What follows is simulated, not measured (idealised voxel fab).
Name of the process module below: voxel tone inversion
We display cut, a cross-section 210 nm in width whose square cells are each 5 nm.
Cross-section, as written here: a square-cell grid given band by band from the top down, where a band holds one or more rows of cells.
Band entry format. Leading values: height of top, height of bottom, nm. Remainder: materials in left-to-right order, each with its width in nm. Special words: "full width" on a single material, which then fills the band edge to edge; "blank", empty space.
Beneath 0, the wafer as received is one material, and that level is where height counting begins. The lowest band goes on downward without a bottom; it is written like "0 down".
So if you see something like "30 to 40" for the width, read it as the top row of the band sitting at the first number and the bottom row at the second, with every row in between moving by the same amount as the last.
"same as before" after a step means that no cell of the cross-section changed.
Closed empty spaces (no open way to the top) of 8 cells or more are what "Fully enclosed voids" lists, each as width x height at distance from the left edge, nm for all three.
If you see something after the settings on a step's line, that's the simulator's own remark about that step.
"overlay nm", when on a step's line for a step with a mask, measures how far to the right of its planned place the mask lay; a negative measure means to the left.

## The steps planned for the process are as follows
| 1 | RECEIVE | material Si |
| 2 | CONFORMAL_DEP | material SiCN | thk nm 5 |
| 3 | DIRECTIONAL_DEP | material polySi | thk nm 25 |
| 4 | PATTERN | tone cover | mask id POSTS | material resist | width nm 20 | pitch nm 35 | thk nm 35 | overlay nm -15 |
| 5 | DIRECTIONAL_ETCH | etch materials polySi | depth nm 25 |
| 6 | STRIP | etch materials resist |
| 7 | FILL_DEP | material lowk | thk nm 5 |
| 8 | CMP | height nm 30 |
| 9 | STRIP | etch materials polySi |
For clarity, it should be stated that the wafers under discussion commence in an identical condition and differ with respect to the overlay nm of step 4, the plan indicating the value that the first wafer had.

## Received wafers, first of several: cross-section after step 1
* 0 down  Si full width
* Fully enclosed voids: none

## So in this table every wafer gets its own row, and what you see is where it stands at the end of the module: for each material, how many cells it picked up (+) or gave up (-) since we received it, and after that its closed voids
overlay nm -15, +42 SiCN, +170 lowk, Fully enclosed voids: none
overlay nm -10, +42 SiCN, +170 lowk, Fully enclosed voids: none
overlay nm -5, +42 SiCN, +170 lowk, Fully enclosed voids: none
overlay nm 0, +42 SiCN, +170 lowk, Fully enclosed voids: none
overlay nm 5, +42 SiCN, +170 lowk, Fully enclosed voids: none
overlay nm 10, +42 SiCN, +170 lowk, Fully enclosed voids: none
overlay nm 15, +42 SiCN, +170 lowk, Fully enclosed voids: none
